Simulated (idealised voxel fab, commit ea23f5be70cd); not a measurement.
process module | voxel self aligned vias
cross-section cut | 295 nm wide | cells 5 nm
A cross-section is a grid of square cells, given in bands from the top down. A band is one or more rows of cells.
Each band's line starts with the height of the band's top and of its bottom, in nm. Then come its materials from left to right, each with its width in nm. One material with "throughout" fills the band from edge to edge. "air" is empty space.
Height 0 is the level under which the wafer as received is all one material. The lowest band goes on downwards, as in "0 down".
A width such as "30 to 40" changes by the same amount from each row of cells to the next, from the band's top row to its bottom row.
"no change" after a step means that no cell of the cross-section changed.
closed voids: empty space of 8 cells or more with no open way to the top, each as width x height at its distance from the left edge, in nm
after a step's settings: what the simulator itself notes on the step
overlay nm, on a step with a mask: how far to the right of its planned place the mask lay; to the left if negative
plan
1 op RECEIVE | material Si
2 op CONFORMAL_DEP | material SiO2 | thk nm 10
3 op CONFORMAL_DEP | material SiCN | thk nm 5
4 op DIRECTIONAL_DEP | material SiO2 | thk nm 25
5 op DIRECTIONAL_DEP | material aC | thk nm 15
6 op PATTERN | tone open | mask id LINES | material resist | width nm 20 | pitch nm 55 | thk nm 30 | overlay nm 0
7 op DIRECTIONAL_ETCH | etch materials aC | depth nm 15
8 op STRIP | etch materials resist
9 op DIRECTIONAL_ETCH | etch materials SiO2 | depth nm 25
10 op STRIP | etch materials aC
11 op CONFORMAL_DEP | material TiN | thk nm 5
12 op FILL_DEP | material W | thk nm 10
13 op CMP | height nm 40
14 op SELECTIVE_ETCH | etch materials W Ru TiN | depth nm 5
15 op FILL_DEP | material SiN | thk nm 5
16 op CMP | height nm 40
17 op DIRECTIONAL_DEP | material SiO2 | thk nm 20
18 op MASKED_ETCH | tone open | mask id VIAS | width nm 30 | pitch nm 55 | etch materials SiO2 | depth nm 20 | overlay nm 0
19 op MASKED_ETCH | tone open | mask id VIAS | width nm 30 | pitch nm 55 | etch materials SiN | depth nm 5 | overlay nm 0
20 op CONFORMAL_DEP | material TiN | thk nm 5
21 op FILL_DEP | material Ru | thk nm 10
22 op CMP | height nm 60
23 op CONFORMAL_DEP | material SiN | thk nm 5
as received, after step 1
  0 down: Si throughout
  closed voids: none
first wafer at the end, as planned
  65 to 60: SiN throughout
  60 to 45: SiO2 75 | TiN 5 | Ru 20 | TiN 5 | SiO2 25 | TiN 5 | Ru 20 | TiN 5 | SiO2 25 | TiN 5 | Ru 20 | TiN 5 | SiO2 80
  45 to 40: SiO2 75 | TiN 10 | Ru 10 | TiN 10 | SiO2 25 | TiN 10 | Ru 10 | TiN 10 | SiO2 25 | TiN 10 | Ru 10 | TiN 10 | SiO2 80
  40 to 35: SiO2 80 | TiN 20 | SiO2 35 | TiN 20 | SiO2 35 | TiN 20 | SiO2 85
  35 to 20: SiO2 80 | TiN 5 | W 10 | TiN 5 | SiO2 35 | TiN 5 | W 10 | TiN 5 | SiO2 35 | TiN 5 | W 10 | TiN 5 | SiO2 85
  20 to 15: SiO2 80 | TiN 20 | SiO2 35 | TiN 20 | SiO2 35 | TiN 20 | SiO2 85
  15 to 10: SiCN throughout
  10 to 0: SiO2 throughout
  0 down: Si throughout
  closed voids: none
second wafer at the end: like start, like plan, one mistake
  65 to 60: SiN throughout
  60 to 45: SiO2 75 | TiN 5 | Ru 20 | TiN 5 | SiO2 25 | TiN 5 | Ru 20 | TiN 5 | SiO2 25 | TiN 5 | Ru 20 | TiN 5 | SiO2 80
  45 to 40: SiO2 75 | TiN 30 | SiO2 25 | TiN 30 | SiO2 25 | TiN 30 | SiO2 80
  40 to 35: SiCN throughout
  35 to 0: SiO2 throughout
  0 down: Si throughout
  closed voids: none
what went wrong: steps 3 and 4 were swapped
at the end the second wafer has, in cells: 6 fewer of Ru | 60 more of SiO2 | 36 fewer of TiN | 18 fewer of W
